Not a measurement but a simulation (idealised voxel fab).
Process module name: voxel plated lines
The cross-section shown here is cut; it is 175 nm wide and divided into square cells measuring 5 nm on a side.
Cross-section = grid of square cells, listed top down in bands; band = one or more rows. Within each band entry, the heights of the top and of the bottom of the band appear first, in that order and in nm; the materials of the band then follow from left to right, each with its corresponding width in nm. The designation "full width" on a single material indicates that it fills the band from edge to edge; the designation "blank" indicates empty space. Note: height 0 marks the level under which the wafer is uniformly one material as received. Lowest band unbounded below, written "0 nm and below". When a width is written as two numbers, as in "30..40", the first number is the width in the top row of cells of the band and the second is the width in its bottom row, and the width changes by the same amount from each row to the next. Take "no change" at face value: in the step it is given for, the cross-section changed in none of its cells. In "Closed-off voids" the enclosed voids are listed, meaning empty spaces of 8 cells or larger without any opening to the top. The form is width x height at distance, distance from the left edge, units nm. Heads up: the bit after the settings on a step's line is the simulator's remark on that step. The "overlay nm" setting may appear on a step's line; for a step that uses a mask, it gives how far to the right of its planned position the mask lay, and a negative value indicates the left.
Process steps (planned):
1) RECEIVE, material Si
2) CONFORMAL_DEP, material SiO2, thk nm 5
3) DIRECTIONAL_DEP, material TiN, thk nm 5
4) PATTERN, tone open, mask id LINES, material resist, width nm 15, pitch nm 35, thk nm 20, overlay nm 0
5) EPI, material Ru, thk nm 10
6) STRIP, etch materials resist
7) DIRECTIONAL_ETCH, etch materials TiN, depth nm 5
8) CONFORMAL_DEP, material SiCN, thk nm 10
Cross-section of the wafer as it came to us, i.e., already through step 1:
* 0 nm and below = Si full width
* Closed-off voids: none
Cross-section, end of module. Start: as above. Plan: as above. Execution: one mistake:
* 30 nm to 20 nm = blank 15 | SiCN 145 | blank 15
* 20 nm to 15 nm = blank 15 | SiCN 10 | Ru 20 | SiCN 15 | Ru 20 | SiCN 15 | Ru 20 | SiCN 15 | Ru 20 | SiCN 10 | blank 15
* 15 nm to 10 nm = SiCN 25 | Ru 20 | SiCN 15 | Ru 20 | SiCN 15 | Ru 20 | SiCN 15 | Ru 20 | SiCN 25
* 10 nm to 5 nm = SiCN 25 | TiN 20 | SiCN 15 | TiN 20 | SiCN 15 | TiN 20 | SiCN 15 | TiN 20 | SiCN 25
* 5 nm to 0 nm = SiO2 full width
* 0 nm and below = Si full width
* Closed-off voids: none
Misprocessing identified: step 4 was processed under conditions differing from the plan, specifically as PATTERN, tone open, mask id LINES, material resist, width nm 20, pitch nm 35, thk nm 20, overlay nm 0
